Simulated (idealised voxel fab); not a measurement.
The process module that follows is named voxel self aligned vias.
Shown is cross-section cut, with a width of 185 nm and square cells of size 5 nm.
Each cross-section below is a grid of square cells, stated as bands in top-down order, with one or more rows of cells making up each band.
First you get the band's top height and its bottom height, in nm, and then the materials it's made of, left to right, with each width in nm. If you see a single material with "full width", that one covers the band edge to edge. "empty" is empty space.
Height is counted from the level 0, under which the received wafer is composed throughout of one material. The lowest of the bands is not closed at the bottom but continues downward, in the notation "0 nm and below".
You'd read "30..40" like this: the band's top row of cells is as wide as the first number, its bottom row is as wide as the second, and going down, every row changes width by the same amount as the row before did.
For the purposes of this document, the phrase "nothing got changed" attached to a step denotes that no cell within the cross-section was modified by that step.
Entry "Sealed internal voids" = empty spaces >= 8 cells with no open way to the top; each as width x height at distance, distance from left edge, all nm.
It should be noted that, on the line of a given step, the content following the step's settings is a remark produced by the simulator itself with respect to that step.
overlay nm: on a step with a mask, how far right of its planned place the mask lay; negative means left.

# Planned process steps
1. RECEIVE (material Si)
2. CONFORMAL_DEP (material SiO2; thk nm 15)
3. CONFORMAL_DEP (material SiCN; thk nm 5)
4. DIRECTIONAL_DEP (material lowk; thk nm 30)
5. PATTERN (tone open; mask id LINES; material resist; width nm 20; pitch nm 60; thk nm 15; overlay nm -5)
6. DIRECTIONAL_ETCH (etch materials lowk; depth nm 30)
7. STRIP (etch materials resist)
8. CONFORMAL_DEP (material TiN; thk nm 5)
9. FILL_DEP (material Ru; thk nm 10)
10. CMP (height nm 50)
11. SELECTIVE_ETCH (etch materials W Ru TiN; depth nm 10)
12. FILL_DEP (material SiN; thk nm 10)
13. CMP (height nm 50)
14. DIRECTIONAL_DEP (material lowk; thk nm 15)
15. PATTERN (tone open; mask id VIAS; material resist; width nm 30; pitch nm 60; thk nm 20; overlay nm 0)
16. DIRECTIONAL_ETCH (etch materials lowk; depth nm 15)
17. DIRECTIONAL_ETCH (etch materials SiN; depth nm 10)
18. STRIP (etch materials resist)
19. CONFORMAL_DEP (material TiN; thk nm 5)
20. FILL_DEP (material Ru; thk nm 5)
21. CMP (height nm 65)
22. CONFORMAL_DEP (material SiN; thk nm 5)
The plan shows the overlay nm of step 5 as the first wafer had it; this setting differs between the wafers, which start out alike.

# First of several wafers (as received, post step 1), cross-sectional view
* 0 nm and below: Si full width
* Sealed internal voids: none

# The table below has one row for each wafer; a row shows, as of the end of the module, how many cells of each material the wafer has gained, marked (+), or lost, marked (-), since it was received, and then the wafer's closed voids
overlay nm -5; +54 Ru; +37 SiCN; +37 SiN; +111 SiO2; +72 TiN; +207 lowk; Sealed internal voids: none
overlay nm 0; +54 Ru; +37 SiCN; +37 SiN; +111 SiO2; +72 TiN; +207 lowk; Sealed internal voids: none
overlay nm 5; +54 Ru; +37 SiCN; +37 SiN; +111 SiO2; +72 TiN; +207 lowk; Sealed internal voids: none
overlay nm 10; +48 Ru; +37 SiCN; +43 SiN; +111 SiO2; +72 TiN; +207 lowk; Sealed internal voids: none
